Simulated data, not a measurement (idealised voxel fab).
voxel ribs on slabs: a process module
In the cross-section labelled cut, the width is 215 nm and each square cell is 5 nm.
Think of the cross-section as a grid of square cells. We describe it in bands, top to bottom, and each band covers one or more rows of those cells.
Band: top height; bottom height; in nm. Then, left to right: material with width in nm, for each material. "all across": a single material spanning edge to edge. "empty": empty space.
The reference from which all heights are counted is 0, the level beneath which the as-received wafer is entirely one material; the lowest band, having no lower bound, proceeds downward and is written after the example "0..down".
Note: "30->40" means the width goes from the first number (top row of the band) to the second number (bottom row) in equal steps per row of cells.
For the purposes of this document, the phrase "all unchanged" attached to a step denotes that no cell within the cross-section was modified by that step.
Reported under the label "Entrapped voids" are the empty spaces having no open way to the top and comprising 8 cells or more; the notation for each is width x height at distance, in which the distance is measured from the left edge and all three values are in nm.
Post-settings text on a step line: simulator's own remark regarding the step.
Each step line may optionally specify "overlay nm", which for a step with a mask gives the rightward distance between the mask's planned place and where it lay, a negative value indicating the leftward direction.

# plan
1) RECEIVE: material Si
2) DIRECTIONAL_DEP: material SiO2, thk nm 25
3) DIRECTIONAL_DEP: material SiN, thk nm 15
4) PATTERN: tone cover, mask id RIB, material resist, width nm 25, thk nm 15, overlay nm 0
5) DIRECTIONAL_ETCH: etch materials SiN, depth nm 5
6) STRIP: etch materials resist
7) PATTERN: tone cover, mask id SLAB, material resist, width nm 55, thk nm 15, overlay nm 0
8) DIRECTIONAL_ETCH: etch materials SiN, depth nm 10
9) STRIP: etch materials resist
10) FILL_DEP: material SiO2, thk nm 25
11) CMP: height nm 60
12) DIRECTIONAL_DEP: material TiN, thk nm 10
13) DIRECTIONAL_DEP: material aC, thk nm 15
14) PATTERN: tone cover, mask id HEATER, material resist, width nm 35, thk nm 35, overlay nm 0
15) DIRECTIONAL_ETCH: etch materials aC, depth nm 15
16) STRIP: etch materials resist
17) DIRECTIONAL_ETCH: etch materials TiN, depth nm 10
18) STRIP: etch materials aC
19) CONFORMAL_DEP: material SiO2, thk nm 10

# Wafer at receipt (post step 1), cross-section
* 0..down = Si all across
* Entrapped voids: none

# Run as planned - first of the two wafers cross-sectioned at the end of the module
* 80..70 = empty (80) / SiO2 (55) / empty (80)
* 70..60 = SiO2 (90) / TiN (35) / SiO2 (90)
* 60..40 = SiO2 all across
* 40..35 = SiO2 (95) / SiN (25) / SiO2 (95)
* 35..25 = SiO2 (80) / SiN (55) / SiO2 (80)
* 25..0 = SiO2 all across
* 0..down = Si all across
* Entrapped voids: none

# End of module, second wafer, cross-section. Started like the first, planned like the first, run with one mistake
* 70..60 = empty (90) / TiN (35) / empty (90)
* 60..40 = SiO2 all across
* 40..35 = SiO2 (95) / SiN (25) / SiO2 (95)
* 35..25 = SiO2 (80) / SiN (55) / SiO2 (80)
* 25..0 = SiO2 all across
* 0..down = Si all across
* Entrapped voids: none
Want to know what went wrong? yeah, step 19 of the plan got skipped, never ran
At the finish, the second wafer shows more or fewer cells for some materials than the first does: SiO2 -94
